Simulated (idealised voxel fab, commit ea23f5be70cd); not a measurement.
Module name: voxel wiring stack (process module)
The width of the displayed cross-section, cut, is 265 nm; its cells are square, with a size of 5 nm.
Reading order for cross-sections: top band down to bottom band. Underlying form: a grid of square cells. Band size: one or more rows of cells. For a band, the entry starts with two heights in nm, that of the top and then that of the bottom, and carries on with the band's materials in order from left to right, each alongside its width in nm; the word "throughout" beside a single material means it fills the band edge to edge, and "empty" means empty space. Zero point of the height axis is 0; under it, received wafer = one material. Lowest band: continues down indefinitely, "from 0 down". Quick explanation for "30->40": the width changes in equal steps down the rows of cells, from the first number in the band's top row to the second number in its bottom row. Reading "nothing different" for a step: not a cell of the cross-section changed in it. In the "Closed void entries" entry, you get each enclosed empty space of 8 cells or more, one with no open way to the top, written width x height at distance, distance from the left edge, in nm. after a step's settings: what the simulator itself notes on the step. overlay nm: step with mask; distance mask lay right of planned place; negative value = left of planned place.

[Steps planned for the process]
1,RECEIVE (material Si)
2,CONFORMAL_DEP (material SiO2; thk nm 10)
3,DIRECTIONAL_DEP (material TiN; thk nm 5)
4,DIRECTIONAL_DEP (material W; thk nm 25)
5,PATTERN (tone cover; mask id METAL_1; material resist; width nm 30; pitch nm 55; thk nm 15; overlay nm 0)
6,DIRECTIONAL_ETCH (etch materials W; depth nm 25)
7,DIRECTIONAL_ETCH (etch materials TiN; depth nm 5)
8,STRIP (etch materials resist)
9,FILL_DEP (material SiO2; thk nm 10)
10,CMP (height nm 40)
11,CONFORMAL_DEP (material SiCN; thk nm 5)
12,DIRECTIONAL_DEP (material SiO2; thk nm 30)
13,PATTERN (tone open; mask id METAL_2_HOLES; material resist; width nm 15; pitch nm 55; thk nm 20; overlay nm 0)
14,DIRECTIONAL_ETCH (etch materials SiO2; depth nm 30)
15,STRIP (etch materials resist)
16,DIRECTIONAL_DEP (material aC; thk nm 15)
17,PATTERN (tone open; mask id METAL_2; material resist; width nm 30; pitch nm 55; thk nm 35; overlay nm 0)
18,DIRECTIONAL_ETCH (etch materials aC; depth nm 15)
19,STRIP (etch materials resist)
20,DIRECTIONAL_ETCH (etch materials SiO2; depth nm 20)
21,DIRECTIONAL_ETCH (etch materials SiCN; depth nm 5)
22,STRIP (etch materials aC)
23,CONFORMAL_DEP (material TiN; thk nm 5)
24,FILL_DEP (material Ru; thk nm 5)
25,CMP (height nm 75)
26,CONFORMAL_DEP (material SiCN; thk nm 5)
27,DIRECTIONAL_DEP (material lowk; thk nm 10)
28,MASKED_ETCH (tone open; mask id PLUG_2; width nm 15; pitch nm 110; etch materials lowk; depth nm 10; overlay nm 0)
29,MASKED_ETCH (tone open; mask id PLUG_2; width nm 15; pitch nm 110; etch materials SiCN; depth nm 5; overlay nm 0)
30,CONFORMAL_DEP (material TiN; thk nm 5)
31,FILL_DEP (material Cu; thk nm 10)
32,CMP (height nm 90)
33,DIRECTIONAL_DEP (material TiN; thk nm 5)
34,DIRECTIONAL_DEP (material Ru; thk nm 25)
35,MASKED_ETCH (tone cover; mask id METAL_3; width nm 30; pitch nm 55; etch materials Ru; depth nm 25; overlay nm 0)
36,MASKED_ETCH (tone cover; mask id METAL_3; width nm 30; pitch nm 55; etch materials TiN; depth nm 5; overlay nm 0)
37,CONFORMAL_DEP (material SiN; thk nm 5)
38,FILL_DEP (material lowk; thk nm 5)
39,CMP (height nm 120)
40,CONFORMAL_DEP (material SiN; thk nm 5)

[Cross-section: wafer on arrival = after step 1]
    from 0 down  Si throughout
    Closed void entries: none

[The first of two wafers, cross-sectioned at the end of the module, with the run proceeding as planned]
    from 125 to 120  SiN throughout
    from 120 to 95  30 nm lowk, then 5 nm SiN, then 30 nm Ru, then 5 nm SiN, then 15 nm lowk, then 5 nm SiN, then 30 nm Ru, then 5 nm SiN, then 15 nm lowk, then 5 nm SiN, then 30 nm Ru, then 5 nm SiN, then 15 nm lowk, then 5 nm SiN, then 30 nm Ru, then 5 nm SiN, then 30 nm lowk
    from 95 to 90  35 nm SiN, then 30 nm TiN, then 25 nm SiN, then 30 nm TiN, then 25 nm SiN, then 30 nm TiN, then 25 nm SiN, then 30 nm TiN, then 35 nm SiN
    from 90 to 80  35 nm lowk, then 5 nm TiN, then 5 nm Cu, then 5 nm TiN, then 95 nm lowk, then 5 nm TiN, then 5 nm Cu, then 5 nm TiN, then 105 nm lowk
    from 80 to 75  35 nm SiCN, then 15 nm TiN, then 95 nm SiCN, then 15 nm TiN, then 105 nm SiCN
    from 75 to 60  35 nm SiO2, then 5 nm TiN, then 20 nm Ru, then 5 nm TiN, then 25 nm SiO2, then 5 nm TiN, then 20 nm Ru, then 5 nm TiN, then 25 nm SiO2, then 5 nm TiN, then 20 nm Ru, then 5 nm TiN, then 25 nm SiO2, then 5 nm TiN, then 20 nm Ru, then 5 nm TiN, then 35 nm SiO2
    from 60 to 55  35 nm SiO2, then 5 nm TiN, then 5 nm Ru, then 20 nm TiN, then 25 nm SiO2, then 5 nm TiN, then 5 nm Ru, then 20 nm TiN, then 25 nm SiO2, then 5 nm TiN, then 5 nm Ru, then 20 nm TiN, then 25 nm SiO2, then 5 nm TiN, then 5 nm Ru, then 20 nm TiN, then 35 nm SiO2
    from 55 to 45  35 nm SiO2, then 5 nm TiN, then 5 nm Ru, then 5 nm TiN, then 40 nm SiO2, then 5 nm TiN, then 5 nm Ru, then 5 nm TiN, then 40 nm SiO2, then 5 nm TiN, then 5 nm Ru, then 5 nm TiN, then 40 nm SiO2, then 5 nm TiN, then 5 nm Ru, then 5 nm TiN, then 50 nm SiO2
    from 45 to 40  35 nm SiCN, then 15 nm TiN, then 40 nm SiCN, then 15 nm TiN, then 40 nm SiCN, then 15 nm TiN, then 40 nm SiCN, then 15 nm TiN, then 50 nm SiCN
    from 40 to 15  35 nm SiO2, then 30 nm W, then 25 nm SiO2, then 30 nm W, then 25 nm SiO2, then 30 nm W, then 25 nm SiO2, then 30 nm W, then 35 nm SiO2
    from 15 to 10  35 nm SiO2, then 30 nm TiN, then 25 nm SiO2, then 30 nm TiN, then 25 nm SiO2, then 30 nm TiN, then 25 nm SiO2, then 30 nm TiN, then 35 nm SiO2
    from 10 to 0  SiO2 throughout
    from 0 down  Si throughout
    Closed void entries: none

[Here is the second of the two wafers cut open at the end of the module - same start, same plan as the first one, but we made one mistake running it]
    from 125 to 120  SiN throughout
    from 120 to 95  30 nm lowk, then 5 nm SiN, then 30 nm Ru, then 5 nm SiN, then 15 nm lowk, then 5 nm SiN, then 30 nm Ru, then 5 nm SiN, then 15 nm lowk, then 5 nm SiN, then 30 nm Ru, then 5 nm SiN, then 15 nm lowk, then 5 nm SiN, then 30 nm Ru, then 5 nm SiN, then 30 nm lowk
    from 95 to 90  35 nm SiN, then 30 nm TiN, then 25 nm SiN, then 30 nm TiN, then 25 nm SiN, then 30 nm TiN, then 25 nm SiN, then 30 nm TiN, then 35 nm SiN
    from 90 to 80  35 nm lowk, then 5 nm TiN, then 5 nm Cu, then 5 nm TiN, then 95 nm lowk, then 5 nm TiN, then 5 nm Cu, then 5 nm TiN, then 105 nm lowk
    from 80 to 75  35 nm SiCN, then 15 nm TiN, then 95 nm SiCN, then 15 nm TiN, then 105 nm SiCN
    from 75 to 60  35 nm SiO2, then 5 nm TiN, then 20 nm Ru, then 5 nm TiN, then 25 nm SiO2, then 5 nm TiN, then 20 nm Ru, then 5 nm TiN, then 25 nm SiO2, then 5 nm TiN, then 20 nm Ru, then 5 nm TiN, then 25 nm SiO2, then 5 nm TiN, then 20 nm Ru, then 5 nm TiN, then 35 nm SiO2
    from 60 to 55  35 nm SiO2, then 5 nm TiN, then 5 nm Ru, then 20 nm TiN, then 25 nm SiO2, then 5 nm TiN, then 5 nm Ru, then 20 nm TiN, then 25 nm SiO2, then 5 nm TiN, then 5 nm Ru, then 20 nm TiN, then 25 nm SiO2, then 5 nm TiN, then 5 nm Ru, then 20 nm TiN, then 35 nm SiO2
    from 55 to 45  35 nm SiO2, then 5 nm TiN, then 5 nm Ru, then 5 nm TiN, then 40 nm SiO2, then 5 nm TiN, then 5 nm Ru, then 5 nm TiN, then 40 nm SiO2, then 5 nm TiN, then 5 nm Ru, then 5 nm TiN, then 40 nm SiO2, then 5 nm TiN, then 5 nm Ru, then 5 nm TiN, then 50 nm SiO2
    from 45 to 40  35 nm SiCN, then 15 nm TiN, then 40 nm SiCN, then 15 nm TiN, then 40 nm SiCN, then 15 nm TiN, then 40 nm SiCN, then 15 nm TiN, then 50 nm SiCN
    from 40 to 15  40 nm SiO2, then 30 nm W, then 25 nm SiO2, then 30 nm W, then 25 nm SiO2, then 30 nm W, then 25 nm SiO2, then 30 nm W, then 30 nm SiO2
    from 15 to 10  40 nm SiO2, then 30 nm TiN, then 25 nm SiO2, then 30 nm TiN, then 25 nm SiO2, then 30 nm TiN, then 25 nm SiO2, then 30 nm TiN, then 30 nm SiO2
    from 10 to 0  SiO2 throughout
    from 0 down  Si throughout
    Closed void entries: none
Which mistake was made when the wafer was run? step 5 was processed under conditions differing from the plan, specifically as PATTERN (tone cover; mask id METAL_1; material resist; width nm 30; pitch nm 55; thk nm 15; overlay nm 5)
The concluding comparison shows that, measured in cells, each material is equally abundant on both wafers, albeit at different positions.
